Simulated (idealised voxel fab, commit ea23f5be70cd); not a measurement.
process module | voxel gate over fins
cross-section cut | 285 nm wide | cells 5 nm
A cross-section is a grid of square cells, given in bands from the top down. A band is one or more rows of cells.
Each band's line starts with the height of the band's top and of its bottom, in nm. Then come its materials from left to right, each with its width in nm. One material with "throughout" fills the band from edge to edge. "air" is empty space.
Height 0 is the level under which the wafer as received is all one material. The lowest band goes on downwards, as in "0 down".
A width such as "30 to 40" changes by the same amount from each row of cells to the next, from the band's top row to its bottom row.
"no change" after a step means that no cell of the cross-section changed.
closed voids: empty space of 8 cells or more with no open way to the top, each as width x height at its distance from the left edge, in nm
after a step's settings: what the simulator itself notes on the step
overlay nm, on a step with a mask: how far to the right of its planned place the mask lay; to the left if negative
plan
1 op RECEIVE | material Si
2 op CONFORMAL_DEP | material SiN | thk nm 10
3 op MASKED_ETCH | tone cover | mask id FINS | width nm 15 | pitch nm 40 | etch materials SiN | depth nm 10 | overlay nm 0
4 op MASKED_ETCH | tone cover | mask id FINS | width nm 15 | pitch nm 40 | etch materials Si | depth nm 40 | overlay nm 0
5 op OXIDIZE | depth nm 5
6 op FILL_DEP | material SiO2 | thk nm 10
7 op CMP | height nm 10
8 op SELECTIVE_ETCH | etch materials SiO2 | depth nm 25
9 op STRIP | etch materials SiN
10 op CONFORMAL_DEP | material HfO2 | thk nm 5
11 op CONFORMAL_DEP | material TiN | thk nm 5
12 op FILL_DEP | material W | thk nm 15
13 op CMP | height nm 20
14 op CONFORMAL_DEP | material SiN | thk nm 5
as received, after step 1
  0 down: Si throughout
  closed voids: none
first wafer at the end, as planned
  25 to 20: SiN throughout
  20 to 10: W throughout
  10 to 5: W 70 | TiN 25 | W 15 | TiN 25 | W 15 | TiN 25 | W 15 | TiN 25 | W 70
  5 to 0: W 70 | TiN 5 | HfO2 15 | TiN 5 | W 15 | TiN 5 | HfO2 15 | TiN 5 | W 15 | TiN 5 | HfO2 15 | TiN 5 | W 15 | TiN 5 | HfO2 15 | TiN 5 | W 70
  0 to -5: W 70 | TiN 5 | HfO2 5 | Si 5 | HfO2 5 | TiN 5 | W 15 | TiN 5 | HfO2 5 | Si 5 | HfO2 5 | TiN 5 | W 15 | TiN 5 | HfO2 5 | Si 5 | HfO2 5 | TiN 5 | W 15 | TiN 5 | HfO2 5 | Si 5 | HfO2 5 | TiN 5 | W 70
  -5 to -10: TiN 75 | HfO2 5 | Si 5 | HfO2 5 | TiN 25 | HfO2 5 | Si 5 | HfO2 5 | TiN 25 | HfO2 5 | Si 5 | HfO2 5 | TiN 25 | HfO2 5 | Si 5 | HfO2 5 | TiN 75
  -10 to -15: HfO2 80 | Si 5 | HfO2 35 | Si 5 | HfO2 35 | Si 5 | HfO2 35 | Si 5 | HfO2 80
  -15 to -45: SiO2 80 | Si 5 | SiO2 35 | Si 5 | SiO2 35 | Si 5 | SiO2 35 | Si 5 | SiO2 80
  -45 down: Si throughout
  closed voids: none
second wafer at the end: like start, like plan, one mistake
  35 to 20: SiN throughout
  20 to 10: W throughout
  10 to 5: W 70 | TiN 25 | W 15 | TiN 25 | W 15 | TiN 25 | W 15 | TiN 25 | W 70
  5 to 0: W 70 | TiN 5 | HfO2 15 | TiN 5 | W 15 | TiN 5 | HfO2 15 | TiN 5 | W 15 | TiN 5 | HfO2 15 | TiN 5 | W 15 | TiN 5 | HfO2 15 | TiN 5 | W 70
  0 to -5: W 70 | TiN 5 | HfO2 5 | Si 5 | HfO2 5 | TiN 5 | W 15 | TiN 5 | HfO2 5 | Si 5 | HfO2 5 | TiN 5 | W 15 | TiN 5 | HfO2 5 | Si 5 | HfO2 5 | TiN 5 | W 15 | TiN 5 | HfO2 5 | Si 5 | HfO2 5 | TiN 5 | W 70
  -5 to -10: TiN 75 | HfO2 5 | Si 5 | HfO2 5 | TiN 25 | HfO2 5 | Si 5 | HfO2 5 | TiN 25 | HfO2 5 | Si 5 | HfO2 5 | TiN 25 | HfO2 5 | Si 5 | HfO2 5 | TiN 75
  -10 to -15: HfO2 80 | Si 5 | HfO2 35 | Si 5 | HfO2 35 | Si 5 | HfO2 35 | Si 5 | HfO2 80
  -15 to -45: SiO2 80 | Si 5 | SiO2 35 | Si 5 | SiO2 35 | Si 5 | SiO2 35 | Si 5 | SiO2 80
  -45 down: Si throughout
  closed voids: none
what went wrong: step 14 ran as: op CONFORMAL_DEP | material SiN | thk nm 15
at the end the second wafer has, in cells: 114 more of SiN
